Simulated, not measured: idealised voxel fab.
process module | voxel capacitor over wiring
cross-section cut | 260 nm wide | cells 5 nm
A cross-section is a grid of square cells, given in bands from the top down. A band is one or more rows of cells.
Each band's line starts with the height of the band's top and of its bottom, in nm. Then come its materials from left to right, each with its width in nm. One material with "throughout" fills the band from edge to edge. "air" is empty space.
Height 0 is the level under which the wafer as received is all one material. The lowest band goes on downwards, as in "0 down".
A width such as "30 to 40" changes by the same amount from each row of cells to the next, from the band's top row to its bottom row.
"no change" after a step means that no cell of the cross-section changed.
closed voids: empty space of 8 cells or more with no open way to the top, each as width x height at its distance from the left edge, in nm
after a step's settings: what the simulator itself notes on the step
overlay nm, on a step with a mask: how far to the right of its planned place the mask lay; to the left if negative
plan
1 op RECEIVE | material Si
2 op CONFORMAL_DEP | material SiO2 | thk nm 10
3 op CONFORMAL_DEP | material SiN | thk nm 5
4 op DIRECTIONAL_DEP | material lowk | thk nm 15
5 op PATTERN | tone open | mask id METAL_1 | material resist | width nm 30 | pitch nm 90 | thk nm 15 | overlay nm 0
6 op DIRECTIONAL_ETCH | etch materials lowk | depth nm 15
7 op DIRECTIONAL_ETCH | etch materials SiN | depth nm 5
8 op STRIP | etch materials resist
9 op CONFORMAL_DEP | material TiN | thk nm 5
10 op FILL_DEP | material Cu | thk nm 10
11 op CMP | height nm 30
12 op CONFORMAL_DEP | material SiCN | thk nm 5
13 op DIRECTIONAL_DEP | material SiO2 | thk nm 10
14 op MASKED_ETCH | tone open | mask id PLUG_1 | width nm 15 | etch materials SiO2 | depth nm 10 | overlay nm 0
15 op MASKED_ETCH | tone open | mask id PLUG_1 | width nm 15 | etch materials SiCN | depth nm 5 | overlay nm 0
16 op EPI | material Ru | thk nm 10
17 op EPI | material Ru | thk nm 5
18 op DIRECTIONAL_DEP | material TiN | thk nm 10
19 op DIRECTIONAL_DEP | material HfO2 | thk nm 5
20 op DIRECTIONAL_DEP | material TiN | thk nm 5
21 op PATTERN | tone cover | mask id UPPER_PLATE | material resist | width nm 65 | thk nm 15 | overlay nm 0
22 op DIRECTIONAL_ETCH | etch materials TiN | depth nm 5
23 op DIRECTIONAL_ETCH | etch materials HfO2 | depth nm 5
24 op STRIP | etch materials resist
25 op DIRECTIONAL_DEP | material aC | thk nm 15
26 op PATTERN | tone cover | mask id LOWER_PLATE | material resist | width nm 75 | thk nm 35 | overlay nm 0
27 op DIRECTIONAL_ETCH | etch materials aC | depth nm 15
28 op STRIP | etch materials resist
29 op DIRECTIONAL_ETCH | etch materials TiN | depth nm 10
30 op STRIP | etch materials aC
31 op FILL_DEP | material SiO2 | thk nm 15
32 op CMP | height nm 75
33 op PATTERN | tone open | mask id PLUG_2 | material resist | width nm 15 | thk nm 15 | overlay nm 0
34 op DIRECTIONAL_ETCH | etch materials SiO2 | depth nm 10
35 op STRIP | etch materials resist
36 op CONFORMAL_DEP | material TiN | thk nm 5
37 op FILL_DEP | material Cu | thk nm 10
38 op CMP | height nm 75
39 op CONFORMAL_DEP | material SiN | thk nm 5
as received, after step 1
  0 down: Si throughout
  closed voids: none
first wafer at the end, as planned
  80 to 75: SiN throughout
  75 to 70: SiO2 95 | TiN 5 | Cu 5 | TiN 5 | SiO2 150
  70 to 60: SiO2 95 to 85 | TiN 15 to 65 | SiO2 150 to 110
  60 to 55: SiO2 85 | HfO2 65 | SiO2 110
  55 to 45: SiO2 80 | TiN 75 | SiO2 105
  45 to 35: SiO2 85 | Ru 15 | SiO2 160
  35 to 30: SiCN 85 | Ru 15 | SiCN 160
  30 to 15: lowk 70 | TiN 5 | Cu 20 | TiN 5 | lowk 60 | TiN 5 | Cu 20 | TiN 5 | lowk 70
  15 to 10: SiN 70 | TiN 30 | SiN 60 | TiN 30 | SiN 70
  10 to 0: SiO2 throughout
  0 down: Si throughout
  closed voids: none
second wafer at the end: like start, like plan, one mistake
  80 to 75: SiN throughout
  75 to 70: SiO2 95 | TiN 5 | Cu 5 | TiN 5 | SiO2 150
  70 to 65: SiO2 95 | TiN 15 | SiO2 150
  65 to 60: SiO2 throughout
  60 to 55: SiO2 85 | HfO2 65 | SiO2 110
  55 to 45: TiN 80 | SiO2 5 | TiN 65 | SiO2 5 | TiN 105
  45 to 35: SiO2 85 | Ru 15 | SiO2 160
  35 to 30: SiCN 85 | Ru 15 | SiCN 160
  30 to 15: lowk 70 | TiN 5 | Cu 20 | TiN 5 | lowk 60 | TiN 5 | Cu 20 | TiN 5 | lowk 70
  15 to 10: SiN 70 | TiN 30 | SiN 60 | TiN 30 | SiN 70
  10 to 0: SiO2 throughout
  0 down: Si throughout
  closed voids: none
what went wrong: step 26 ran as: op PATTERN | tone open | mask id LOWER_PLATE | material resist | width nm 75 | thk nm 35 | overlay nm 0
at the end the second wafer has, in cells: 57 fewer of SiO2 | 57 more of TiN
